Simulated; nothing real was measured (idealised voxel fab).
Module name: voxel local oxidation (process module)
We display cut, a cross-section 255 nm in width whose square cells are each 5 nm.
Heads up, the way a cross-section reads in here is a grid of square cells, handed over as bands from the top down, with every band being one or more rows of cells.
Read a band's entry like this: the first values are the height of its top and the height of its bottom in nm, and what follows is the sequence of materials from left to right, each with its width in nm. Note that "blank" is empty space, and that a single material marked "everywhere" reaches across the band from edge to edge.
The level at which height equals 0 is the one under which the wafer, as it arrives, is entirely one material. No lower edge exists for the bottom band, which continues downward and is notated as in "0..down".
A two-number width, for instance "30->40", indicates that the width is equal to the first number in the top row of the band and to the second number in the bottom row, and that it changes by a constant amount per row of cells.
"no modification" -> step changed no cross-section cell.
Reported under the label "Trapped cavities" are the empty spaces having no open way to the top and comprising 8 cells or more; the notation for each is width x height at distance, in which the distance is measured from the left edge and all three values are in nm.
On a step's line, text after the settings is the simulator commenting on that step.
On any step carrying a mask, the "overlay nm" setting, if present on the step's line, tells how far right of its planned place the mask lay; negative values point to the left.

Intended process steps:
step 1: RECEIVE [material Si]
step 2: CONFORMAL_DEP [material SiO2] [thk nm 5]
step 3: CONFORMAL_DEP [material SiN] [thk nm 15]
step 4: PATTERN [tone cover] [mask id ACTIVE] [material resist] [width nm 115] [thk nm 15] [overlay nm 0]
step 5: DIRECTIONAL_ETCH [etch materials SiN] [depth nm 15]
step 6: STRIP [etch materials resist]
step 7: SELECTIVE_ETCH [etch materials SiO2] [depth nm 5]
step 8: OXIDIZE [depth nm 15]
step 9: STRIP [etch materials SiN]

First wafer out of two, processed as planned:

Received-state cross-section, reflecting completion of step 1:
> 0..down: Si everywhere
> Trapped cavities: none

Take a look at the wafer's cross-section after step 2:
> 5..0: SiO2 everywhere
> Note: structure below 0 unchanged.

Take a look at the wafer's cross-section after step 3:
> 20..5: SiN everywhere
> Note: structure below 5 unchanged.

Take a look at the wafer's cross-section after step 4:
> 35..20: 70 blank, 115 resist, 70 blank
> Note: structure below 20 unchanged.

Take a look at the wafer's cross-section after step 5:
> 35..20: 70 blank, 115 resist, 70 blank
> 20..5: 70 blank, 115 SiN, 70 blank
> Note: structure below 5 unchanged.

Take a look at the wafer's cross-section after step 6:
> 20..5: 70 blank, 115 SiN, 70 blank
> Note: structure below 5 unchanged.

Take a look at the wafer's cross-section after step 7:
> 20..5: 70 blank, 115 SiN, 70 blank
> 5..0: 75 blank, 105 SiO2, 75 blank
> Note: structure below 0 unchanged.

Take a look at the wafer's cross-section after step 8:
> 20..5: 70 blank, 115 SiN, 70 blank
> 5..0: 75 blank, 105 SiO2, 75 blank
> 0..-15: 90 SiO2, 75 Si, 90 SiO2
> Note: structure below -15 unchanged.

Take a look at the wafer's cross-section after step 9:
> 5..0: 75 blank, 105 SiO2, 75 blank
> Note: structure below 0 unchanged.

Wafer two of the pair: same origin, same plan, one error during the run; identical to wafer one up to and including step 8:

Cross-section of the second wafer corresponding to the planned conclusion of step 9:
> 5..0: 75 blank, 105 SiO2, 75 blank
> Note: structure below 0 unchanged.
what went wrong: execution of plan step 9 occurred twice
Honestly, by the end the two wafers have the same cross-section, so the mistake just doesn't show up in what this model computes.
